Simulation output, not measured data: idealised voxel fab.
Title: Process Module voxel gate over fins
FYI the section here is cut, 230 nm wide, cells are 5 nm squares.
In what follows, cross-sections appear as grids of square cells, described through bands that run from the top down, where every band is one or more rows of cells. A band entry consists of two parts. The first gives the height of the band's top and the height of its bottom, in nm. The rest lists the band's materials from left to right, each with its width in nm. A single material labelled with the word "all across" fills the band from edge to edge, and the word "blank" marks empty space. Heights are reckoned from 0. Under this level, the received wafer is all of one material. The bottommost band is open-ended downward, for example "top 0, no bottom". Width spec "30..40" -> top row of cells at first value, bottom row at second value, equal per-row change in between. "no alteration" -> step changed no cross-section cell. Listed in "Unvented voids": every empty space of 8 or more cells without an open way to the top. Form: width x height at distance, the distance being from the left edge, all in nm. What comes after the settings on a step's line is commentary from the simulator itself on that step. The line of a step may include "overlay nm". On a step with a mask, this value is how far to the right of its planned place the mask lay. A negative value means the mask lay to the left. How should the pairs below be read? Each gives the cross-section before one process step and the cross-section after it, the latter drawn only to the lowest band that changed; the step that lies between them, with its settings, appears under the pair. Does a pair pick up where the pair above left off? Only where its entry headed "Preceding state" says so, since pairs can come from different runs of this module on the same starting wafer.

**Preceding state**
    top 15, bottom 10 | Ru all across
    top 10, bottom 5 | TiN all across
    top 5, bottom 0 | SiN 55 nm; SiO2 15 nm; SiN 35 nm; SiO2 15 nm; SiN 35 nm; SiO2 15 nm; SiN 60 nm
    top 0, bottom -40 | Si 55 nm; SiO2 15 nm; Si 35 nm; SiO2 15 nm; Si 35 nm; SiO2 15 nm; Si 60 nm
    top -40, no bottom | Si all across
    Unvented voids: none

**Post-Step Appearance**
    top 5, bottom 0 | SiN 55 nm; SiO2 15 nm; SiN 35 nm; SiO2 15 nm; SiN 35 nm; SiO2 15 nm; SiN 60 nm
    Under 0: no change, same as before.
    Unvented voids: none
What sits between those two cross-sections? CMP: height nm 5

Preceding state: identical to the post-step cross-section of the immediately preceding pair.

**Post-Step Appearance**
    top 10, bottom 5 | SiO2 all across
    Under 5: no change, same as before.
    Unvented voids: none
What sits between those two cross-sections? FILL_DEP: material SiO2, thk nm 5

Preceding state: identical to the post-step cross-section of the immediately preceding pair.

**Post-Step Appearance**
    top 5, bottom 0 | SiN 55 nm; SiO2 15 nm; SiN 35 nm; SiO2 15 nm; SiN 35 nm; SiO2 15 nm; SiN 60 nm
    Under 0: no change, same as before.
    Unvented voids: none
What sits between those two cross-sections? CMP: height nm 5

Preceding state: identical to the post-step cross-section of the immediately preceding pair.

**Post-Step Appearance**
    top 5, bottom 0 | SiN 55 nm; blank 15 nm; SiN 35 nm; blank 15 nm; SiN 35 nm; blank 15 nm; SiN 60 nm
    top 0, bottom -10 | Si 55 nm; blank 15 nm; Si 35 nm; blank 15 nm; Si 35 nm; blank 15 nm; Si 60 nm
    Under -10: no change, same as before.
    Unvented voids: none
What sits between those two cross-sections? SELECTIVE_ETCH: etch materials SiO2, depth nm 15

Preceding state: identical to the post-step cross-section of the immediately preceding pair.

**Post-Step Appearance**
    top 0, bottom -10 | Si 55 nm; blank 15 nm; Si 35 nm; blank 15 nm; Si 35 nm; blank 15 nm; Si 60 nm
    Under -10: no change, same as before.
    Unvented voids: none
What sits between those two cross-sections? STRIP: etch materials SiN

Preceding state: identical to the post-step cross-section of the immediately preceding pair.

**Post-Step Appearance**
    top 5, bottom 0 | HfO2 60 nm; blank 5 nm; HfO2 45 nm; blank 5 nm; HfO2 45 nm; blank 5 nm; HfO2 65 nm
    top 0, bottom -5 | Si 55 nm; HfO2 5 nm; blank 5 nm; HfO2 5 nm; Si 35 nm; HfO2 5 nm; blank 5 nm; HfO2 5 nm; Si 35 nm; HfO2 5 nm; blank 5 nm; HfO2 5 nm; Si 60 nm
    top -5, bottom -10 | Si 55 nm; HfO2 15 nm; Si 35 nm; HfO2 15 nm; Si 35 nm; HfO2 15 nm; Si 60 nm
    Under -10: no change, same as before.
    Unvented voids: none
What sits between those two cross-sections? CONFORMAL_DEP: material HfO2, thk nm 5

Preceding state: identical to the post-step cross-section of the immediately preceding pair.

**Post-Step Appearance**
    top 10, bottom 5 | TiN all across
    top 5, bottom 0 | HfO2 60 nm; TiN 5 nm; HfO2 45 nm; TiN 5 nm; HfO2 45 nm; TiN 5 nm; HfO2 65 nm
    top 0, bottom -5 | Si 55 nm; HfO2 5 nm; TiN 5 nm; HfO2 5 nm; Si 35 nm; HfO2 5 nm; TiN 5 nm; HfO2 5 nm; Si 35 nm; HfO2 5 nm; TiN 5 nm; HfO2 5 nm; Si 60 nm
    Under -5: no change, same as before.
    Unvented voids: none
What sits between those two cross-sections? CONFORMAL_DEP: material TiN, thk nm 5

Preceding state: identical to the post-step cross-section of the immediately preceding pair.

**Post-Step Appearance**
    top 20, bottom 10 | W all across
    Under 10: no change, same as before.
    Unvented voids: none
What sits between those two cross-sections? FILL_DEP: material W, thk nm 10

Preceding state: identical to the post-step cross-section of the immediately preceding pair.

**Post-Step Appearance**
    top 15, bottom 10 | W all across
    Under 10: no change, same as before.
    Unvented voids: none
What sits between those two cross-sections? CMP: height nm 15

Preceding state: identical to the post-step cross-section of the immediately preceding pair.

**Post-Step Appearance**
    top 25, bottom 15 | SiCN all across
    Under 15: no change, same as before.
    Unvented voids: none
What sits between those two cross-sections? CONFORMAL_DEP: material SiCN, thk nm 10
